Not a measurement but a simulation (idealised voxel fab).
process module | voxel capacitor over wiring
Section cut is 280 nm wide and gridded with 5 nm square cells.
Cross-section format: a grid of square cells, given as bands from top to bottom; each band is one or more rows of cells.
Quick guide to a band line: top height, bottom height (nm) up front; then every material left to right with its width in nm. Only one material and it's marked "edge to edge"? Then it fills the band edge to edge. And "blank" just means empty space.
Heights are measured from 0, the level below which the as-received wafer is all one material; the lowest band has no bottom and continues downward, written as in "0 -> down".
A width given as "30 to 40" starts at the first number in the band's top row and ends at the second number in its bottom row, shifting by an equal amount at every step from row to row.
When a step is marked "no alteration", none of the cells in the cross-section changed during that step.
The entry titled "Voids, fully enclosed" provides the empty spaces that have no open way to the top, restricted to those of 8 cells or more. Each is presented as width x height at distance, the distance being measured from the left edge, with all three in nm.
It should be noted that, on the line of a given step, the content following the step's settings is a remark produced by the simulator itself with respect to that step.
overlay nm: how far to the right of its planned place the mask lay on this masked step (negative: to the left).

-- These are the steps we planned for the process
| 1 | RECEIVE: material Si |
| 2 | CONFORMAL_DEP: material SiO2, thk nm 10 |
| 3 | CONFORMAL_DEP: material SiCN, thk nm 5 |
| 4 | DIRECTIONAL_DEP: material lowk, thk nm 25 |
| 5 | PATTERN: tone open, mask id METAL_1, material resist, width nm 25, pitch nm 90, thk nm 15, overlay nm 0 |
| 6 | DIRECTIONAL_ETCH: etch materials lowk, depth nm 25 |
| 7 | DIRECTIONAL_ETCH: etch materials SiCN, depth nm 5 |
| 8 | STRIP: etch materials resist |
| 9 | CONFORMAL_DEP: material TiN, thk nm 5 |
| 10 | FILL_DEP: material Cu, thk nm 10 |
| 11 | CMP: height nm 40 |
| 12 | CONFORMAL_DEP: material SiCN, thk nm 5 |
| 13 | DIRECTIONAL_DEP: material SiO2, thk nm 15 |
| 14 | DIRECTIONAL_DEP: material aC, thk nm 10 |
| 15 | PATTERN: tone open, mask id PLUG_1, material resist, width nm 15, thk nm 30, overlay nm 0 |
| 16 | DIRECTIONAL_ETCH: etch materials aC, depth nm 10 |
| 17 | STRIP: etch materials resist |
| 18 | DIRECTIONAL_ETCH: etch materials SiO2, depth nm 15 |
| 19 | DIRECTIONAL_ETCH: etch materials SiCN, depth nm 5 |
| 20 | STRIP: etch materials aC |
| 21 | EPI: material Ru, thk nm 10 |
| 22 | EPI: material Ru, thk nm 10 |
| 23 | DIRECTIONAL_DEP: material TiN, thk nm 10 |
| 24 | DIRECTIONAL_DEP: material HfO2, thk nm 5 |
| 25 | DIRECTIONAL_DEP: material TiN, thk nm 10 |
| 26 | MASKED_ETCH: tone cover, mask id UPPER_PLATE, width nm 70, etch materials TiN, depth nm 10, overlay nm 0 |
| 27 | MASKED_ETCH: tone cover, mask id UPPER_PLATE, width nm 70, etch materials HfO2, depth nm 5, overlay nm 0 |
| 28 | MASKED_ETCH: tone cover, mask id LOWER_PLATE, width nm 80, etch materials TiN, depth nm 10, overlay nm 0 |
| 29 | FILL_DEP: material SiO2, thk nm 20 |
| 30 | CMP: height nm 100 |
| 31 | PATTERN: tone open, mask id PLUG_2, material resist, width nm 15, thk nm 20, overlay nm 0 |
| 32 | DIRECTIONAL_ETCH: etch materials SiO2, depth nm 15 |
| 33 | STRIP: etch materials resist |
| 34 | CONFORMAL_DEP: material TiN, thk nm 5 |
| 35 | FILL_DEP: material Ru, thk nm 5 |
| 36 | CMP: height nm 100 |
| 37 | CONFORMAL_DEP: material SiN, thk nm 5 |

-- Cross-sectional view of the wafer in its as-received condition, corresponding to the state after step 1
0 -> down: Si edge to edge
Voids, fully enclosed: none

-- What the wafer looks like in cross-section after this module, when it starts as shown above and follows the plan above but one mistake is made in running it
105 -> 100: SiN edge to edge
100 -> 90: SiO2: 100, TiN: 5, Ru: 5, TiN: 5, SiO2: 165
90 -> 85: SiO2: 100, TiN: 15, SiO2: 165
85 -> 75: SiO2: 90, TiN: 70, SiO2: 120
75 -> 70: SiO2: 90, HfO2: 80, SiO2: 110
70 -> 60: SiO2: 85, TiN: 85, SiO2: 110
60 -> 45: SiO2: 90, Ru: 15, SiO2: 175
45 -> 40: SiCN: 90, Ru: 15, SiCN: 175
40 -> 15: lowk: 80, TiN: 5, Cu: 15, TiN: 5, lowk: 65, TiN: 5, Cu: 15, TiN: 5, lowk: 85
15 -> 10: SiCN: 80, TiN: 25, SiCN: 65, TiN: 25, SiCN: 85
10 -> 0: SiO2 edge to edge
0 -> down: Si edge to edge
Voids, fully enclosed: none
Heads up, the wafer didn't run the way we planned it: step 27, actual vs plan mismatch, actual run MASKED_ETCH: tone cover, mask id UPPER_PLATE, width nm 70, etch materials HfO2, depth nm 5, overlay nm 10
